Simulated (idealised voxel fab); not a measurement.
Process module in this document: voxel released beams
Square cells of 5 nm make up the cross-section cut, whose width is 180 nm.
A cross-section is written here as square cells arranged in a grid, and it is given in bands from the top down, each band taking up one or more rows of cells.
It is stipulated that each band's entry specify, in nanometres, the height of the top of the band and then that of its bottom, followed by the materials of the band in left-to-right sequence, each together with its width in nanometres. A single material marked by the word "edge to edge" is understood to fill the band from edge to edge; the word "empty" is understood to denote empty space.
Heights are reckoned from 0. Under this level, the received wafer is all of one material. The bottommost band is open-ended downward, for example "0 down".
With a width like "30->40", each row of cells in the band differs from the next by the same amount, the top row carrying the first number and the bottom row the second.
Step note "nothing altered" = no cross-section cell changed.
Any empty space of 8 cells or more lacking an open way to the top shows up in "Enclosed void catalog" as width x height at distance, distance from the left edge, in nm.
Past the settings on a step's line: simulator remark, on that step.
overlay nm: where the mask lay relative to plan, measured to the right, on steps with a mask; negatives go left.
-- The following list gives the planned process steps
1,RECEIVE, material Si
2,CONFORMAL_DEP, material SiN, thk nm 5
3,DIRECTIONAL_DEP, material SiO2, thk nm 15
4,DIRECTIONAL_DEP, material aC, thk nm 15
5,PATTERN, tone open, mask id ANCHOR, material resist, width nm 25, thk nm 30, overlay nm 0
6,DIRECTIONAL_ETCH, etch materials aC, depth nm 15
7,STRIP, etch materials resist
8,DIRECTIONAL_ETCH, etch materials SiO2, depth nm 15
9,STRIP, etch materials aC
10,CONFORMAL_DEP, material polySi, thk nm 10
11,DIRECTIONAL_DEP, material aC, thk nm 15
12,PATTERN, tone cover, mask id BEAM, material resist, width nm 110, thk nm 30, overlay nm 0
13,DIRECTIONAL_ETCH, etch materials aC, depth nm 15
14,STRIP, etch materials resist
15,DIRECTIONAL_ETCH, etch materials polySi, depth nm 10
16,STRIP, etch materials aC
17,STRIP, etch materials SiO2
-- Incoming wafer, cross-sectional view, post step 1
- 0 down: Si edge to edge
- Enclosed void catalog: none
-- Module complete - cross-section of the first of two wafers, run according to plan
- 30 to 20: empty (30), then polySi (15), then empty (5), then polySi (90), then empty (40)
- 20 to 15: empty (35), then polySi (10), then empty (5), then polySi (10), then empty (120)
- 15 to 5: empty (35), then polySi (25), then empty (120)
- 5 to 0: SiN edge to edge
- 0 down: Si edge to edge
- Enclosed void catalog: none
-- Presented here is a cross-section of the second of the two wafers as it stood at the end of the module. It was started in the same manner and assigned the same plan as the first wafer; however, one mistake was made in its execution
- 25 to 15: empty (30), then polySi (15), then empty (5), then polySi (90), then empty (40)
- 15 to 10: empty (35), then polySi (10), then empty (5), then polySi (10), then empty (120)
- 10 to 0: empty (35), then polySi (25), then empty (120)
- 0 down: Si edge to edge
- Enclosed void catalog: none
Heads up, the wafer didn't run the way we planned it: execution of step 2 of the plan did not take place, the step having been omitted
Final comparison by cell count, materials where the second wafer has more or fewer than the first: 36 fewer of SiN
